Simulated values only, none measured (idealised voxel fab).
process module | voxel self aligned contacts
cross-section cut | 235 nm wide | cells 5 nm
A cross-section is a grid of square cells, given in bands from the top down. A band is one or more rows of cells.
Each band's line starts with the height of the band's top and of its bottom, in nm. Then come its materials from left to right, each with its width in nm. One material with "throughout" fills the band from edge to edge. "air" is empty space.
Height 0 is the level under which the wafer as received is all one material. The lowest band goes on downwards, as in "0 down".
A width such as "30 to 40" changes by the same amount from each row of cells to the next, from the band's top row to its bottom row.
"no change" after a step means that no cell of the cross-section changed.
closed voids: empty space of 8 cells or more with no open way to the top, each as width x height at its distance from the left edge, in nm
after a step's settings: what the simulator itself notes on the step
overlay nm, on a step with a mask: how far to the right of its planned place the mask lay; to the left if negative
plan
1 op RECEIVE | material Si
2 op CONFORMAL_DEP | material SiO2 | thk nm 5
3 op DIRECTIONAL_DEP | material polySi | thk nm 25
4 op DIRECTIONAL_DEP | material SiN | thk nm 20
5 op DIRECTIONAL_DEP | material aC | thk nm 10
6 op PATTERN | tone cover | mask id GATE | material resist | width nm 35 | pitch nm 60 | thk nm 30 | overlay nm 0
7 op DIRECTIONAL_ETCH | etch materials aC | depth nm 10
8 op STRIP | etch materials resist
9 op DIRECTIONAL_ETCH | etch materials SiN | depth nm 20
10 op DIRECTIONAL_ETCH | etch materials polySi | depth nm 25
11 op STRIP | etch materials aC
12 op CONFORMAL_DEP | material SiN | thk nm 5
13 op DIRECTIONAL_ETCH | etch materials SiN | depth nm 5
14 op FILL_DEP | material SiO2 | thk nm 15
15 op CMP | height nm 55
16 op DIRECTIONAL_DEP | material aC | thk nm 15
17 op PATTERN | tone open | mask id CONTACT | material resist | width nm 45 | pitch nm 60 | thk nm 35 | overlay nm 0
18 op DIRECTIONAL_ETCH | etch materials aC | depth nm 15
19 op STRIP | etch materials resist
20 op DIRECTIONAL_ETCH | etch materials SiO2 | depth nm 55
21 op STRIP | etch materials aC
22 op CONFORMAL_DEP | material TiN | thk nm 5
23 op FILL_DEP | material W | thk nm 10
24 op CMP | height nm 55
25 op CONFORMAL_DEP | material SiN | thk nm 5
first wafer, as planned
as received, after step 1
  0 down: Si throughout
  closed voids: none
after step 2
  5 to 0: SiO2 throughout
  below 0: unchanged
after step 3
  30 to 5: polySi throughout
  below 5: unchanged
after step 4
  50 to 30: SiN throughout
  below 30: unchanged
after step 5
  60 to 50: aC throughout
  below 50: unchanged
after step 6
  90 to 60: air 40 | resist 35 | air 25 | resist 35 | air 25 | resist 35 | air 40
  below 60: unchanged
after step 7
  80 to 60: air 40 | resist 35 | air 25 | resist 35 | air 25 | resist 35 | air 40
  60 to 50: air 40 | aC 35 | air 25 | aC 35 | air 25 | aC 35 | air 40
  below 50: unchanged
after step 8
  60 to 50: air 40 | aC 35 | air 25 | aC 35 | air 25 | aC 35 | air 40
  below 50: unchanged
after step 9
  60 to 50: air 40 | aC 35 | air 25 | aC 35 | air 25 | aC 35 | air 40
  50 to 30: air 40 | SiN 35 | air 25 | SiN 35 | air 25 | SiN 35 | air 40
  below 30: unchanged
after step 10
  60 to 50: air 40 | aC 35 | air 25 | aC 35 | air 25 | aC 35 | air 40
  50 to 30: air 40 | SiN 35 | air 25 | SiN 35 | air 25 | SiN 35 | air 40
  30 to 5: air 40 | polySi 35 | air 25 | polySi 35 | air 25 | polySi 35 | air 40
  below 5: unchanged
after step 11
  50 to 30: air 40 | SiN 35 | air 25 | SiN 35 | air 25 | SiN 35 | air 40
  below 30: unchanged
after step 12
  55 to 30: air 35 | SiN 45 | air 15 | SiN 45 | air 15 | SiN 45 | air 35
  30 to 10: air 35 | SiN 5 | polySi 35 | SiN 5 | air 15 | SiN 5 | polySi 35 | SiN 5 | air 15 | SiN 5 | polySi 35 | SiN 5 | air 35
  10 to 5: SiN 40 | polySi 35 | SiN 25 | polySi 35 | SiN 25 | polySi 35 | SiN 40
  below 5: unchanged
after step 13
  50 to 30: air 35 | SiN 45 | air 15 | SiN 45 | air 15 | SiN 45 | air 35
  30 to 5: air 35 | SiN 5 | polySi 35 | SiN 5 | air 15 | SiN 5 | polySi 35 | SiN 5 | air 15 | SiN 5 | polySi 35 | SiN 5 | air 35
  below 5: unchanged
after step 14
  65 to 50: SiO2 throughout
  50 to 30: SiO2 35 | SiN 45 | SiO2 15 | SiN 45 | SiO2 15 | SiN 45 | SiO2 35
  30 to 5: SiO2 35 | SiN 5 | polySi 35 | SiN 5 | SiO2 15 | SiN 5 | polySi 35 | SiN 5 | SiO2 15 | SiN 5 | polySi 35 | SiN 5 | SiO2 35
  below 5: unchanged
after step 15
  55 to 50: SiO2 throughout
  below 50: unchanged
after step 16
  70 to 55: aC throughout
  below 55: unchanged
after step 17
  105 to 70: resist 65 | air 45 | resist 15 | air 45 | resist 65
  below 70: unchanged
after step 18
  90 to 70: resist 65 | air 45 | resist 15 | air 45 | resist 65
  70 to 55: aC 65 | air 45 | aC 15 | air 45 | aC 65
  below 55: unchanged
after step 19
  70 to 55: aC 65 | air 45 | aC 15 | air 45 | aC 65
  below 55: unchanged
after step 20
  70 to 55: aC 65 | air 45 | aC 15 | air 45 | aC 65
  55 to 50: SiO2 65 | air 45 | SiO2 15 | air 45 | SiO2 65
  50 to 30: SiO2 35 | SiN 45 | air 15 | SiN 45 | air 15 | SiN 45 | SiO2 35
  30 to 5: SiO2 35 | SiN 5 | polySi 35 | SiN 5 | air 15 | SiN 5 | polySi 35 | SiN 5 | air 15 | SiN 5 | polySi 35 | SiN 5 | SiO2 35
  5 to 0: SiO2 80 | air 15 | SiO2 45 | air 15 | SiO2 80
  below 0: unchanged
after step 21
  55 to 50: SiO2 65 | air 45 | SiO2 15 | air 45 | SiO2 65
  below 50: unchanged
after step 22
  60 to 55: TiN 70 | air 35 | TiN 25 | air 35 | TiN 70
  55 to 50: SiO2 65 | TiN 20 | air 5 | TiN 20 | SiO2 15 | TiN 20 | air 5 | TiN 20 | SiO2 65
  50 to 30: SiO2 35 | SiN 45 | TiN 5 | air 5 | TiN 5 | SiN 45 | TiN 5 | air 5 | TiN 5 | SiN 45 | SiO2 35
  30 to 5: SiO2 35 | SiN 5 | polySi 35 | SiN 5 | TiN 5 | air 5 | TiN 5 | SiN 5 | polySi 35 | SiN 5 | TiN 5 | air 5 | TiN 5 | SiN 5 | polySi 35 | SiN 5 | SiO2 35
  5 to 0: SiO2 80 | TiN 15 | SiO2 45 | TiN 15 | SiO2 80
  below 0: unchanged
after step 23
  70 to 60: W throughout
  60 to 55: TiN 70 | W 35 | TiN 25 | W 35 | TiN 70
  55 to 50: SiO2 65 | TiN 20 | W 5 | TiN 20 | SiO2 15 | TiN 20 | W 5 | TiN 20 | SiO2 65
  50 to 30: SiO2 35 | SiN 45 | TiN 5 | W 5 | TiN 5 | SiN 45 | TiN 5 | W 5 | TiN 5 | SiN 45 | SiO2 35
  30 to 5: SiO2 35 | SiN 5 | polySi 35 | SiN 5 | TiN 5 | W 5 | TiN 5 | SiN 5 | polySi 35 | SiN 5 | TiN 5 | W 5 | TiN 5 | SiN 5 | polySi 35 | SiN 5 | SiO2 35
  below 5: unchanged
after step 24
  55 to 50: SiO2 65 | TiN 20 | W 5 | TiN 20 | SiO2 15 | TiN 20 | W 5 | TiN 20 | SiO2 65
  below 50: unchanged
after step 25
  60 to 55: SiN throughout
  below 55: unchanged
second wafer: like start, like plan, one mistake. Through step 16 it matches the first wafer
when step 17 should have ended
  105 to 70: resist 70 | air 35 | resist 25 | air 35 | resist 70
  below 70: unchanged
when step 18 should have ended
  90 to 70: resist 70 | air 35 | resist 25 | air 35 | resist 70
  70 to 55: aC 70 | air 35 | aC 25 | air 35 | aC 70
  below 55: unchanged
when step 19 should have ended
  70 to 55: aC 70 | air 35 | aC 25 | air 35 | aC 70
  below 55: unchanged
when step 20 should have ended
  70 to 55: aC 70 | air 35 | aC 25 | air 35 | aC 70
  55 to 50: SiO2 70 | air 35 | SiO2 25 | air 35 | SiO2 70
  50 to 30: SiO2 35 | SiN 45 | air 15 | SiN 45 | air 15 | SiN 45 | SiO2 35
  30 to 5: SiO2 35 | SiN 5 | polySi 35 | SiN 5 | air 15 | SiN 5 | polySi 35 | SiN 5 | air 15 | SiN 5 | polySi 35 | SiN 5 | SiO2 35
  5 to 0: SiO2 80 | air 15 | SiO2 45 | air 15 | SiO2 80
  below 0: unchanged
when step 21 should have ended
  55 to 50: SiO2 70 | air 35 | SiO2 25 | air 35 | SiO2 70
  below 50: unchanged
when step 22 should have ended
  60 to 55: TiN 75 | air 25 | TiN 35 | air 25 | TiN 75
  55 to 50: SiO2 70 | TiN 15 | air 5 | TiN 15 | SiO2 25 | TiN 15 | air 5 | TiN 15 | SiO2 70
  50 to 30: SiO2 35 | SiN 45 | TiN 5 | air 5 | TiN 5 | SiN 45 | TiN 5 | air 5 | TiN 5 | SiN 45 | SiO2 35
  30 to 5: SiO2 35 | SiN 5 | polySi 35 | SiN 5 | TiN 5 | air 5 | TiN 5 | SiN 5 | polySi 35 | SiN 5 | TiN 5 | air 5 | TiN 5 | SiN 5 | polySi 35 | SiN 5 | SiO2 35
  5 to 0: SiO2 80 | TiN 15 | SiO2 45 | TiN 15 | SiO2 80
  below 0: unchanged
when step 23 should have ended
  70 to 60: W throughout
  60 to 55: TiN 75 | W 25 | TiN 35 | W 25 | TiN 75
  55 to 50: SiO2 70 | TiN 15 | W 5 | TiN 15 | SiO2 25 | TiN 15 | W 5 | TiN 15 | SiO2 70
  50 to 30: SiO2 35 | SiN 45 | TiN 5 | W 5 | TiN 5 | SiN 45 | TiN 5 | W 5 | TiN 5 | SiN 45 | SiO2 35
  30 to 5: SiO2 35 | SiN 5 | polySi 35 | SiN 5 | TiN 5 | W 5 | TiN 5 | SiN 5 | polySi 35 | SiN 5 | TiN 5 | W 5 | TiN 5 | SiN 5 | polySi 35 | SiN 5 | SiO2 35
  below 5: unchanged
when step 24 should have ended
  55 to 50: SiO2 70 | TiN 15 | W 5 | TiN 15 | SiO2 25 | TiN 15 | W 5 | TiN 15 | SiO2 70
  below 50: unchanged
when step 25 should have ended
  60 to 55: SiN throughout
  below 55: unchanged
what went wrong: step 17 ran as: op PATTERN | tone open | mask id CONTACT | material resist | width nm 35 | pitch nm 60 | thk nm 35 | overlay nm 0
at the end the second wafer has, in cells: 4 more of SiO2 | 4 fewer of TiN
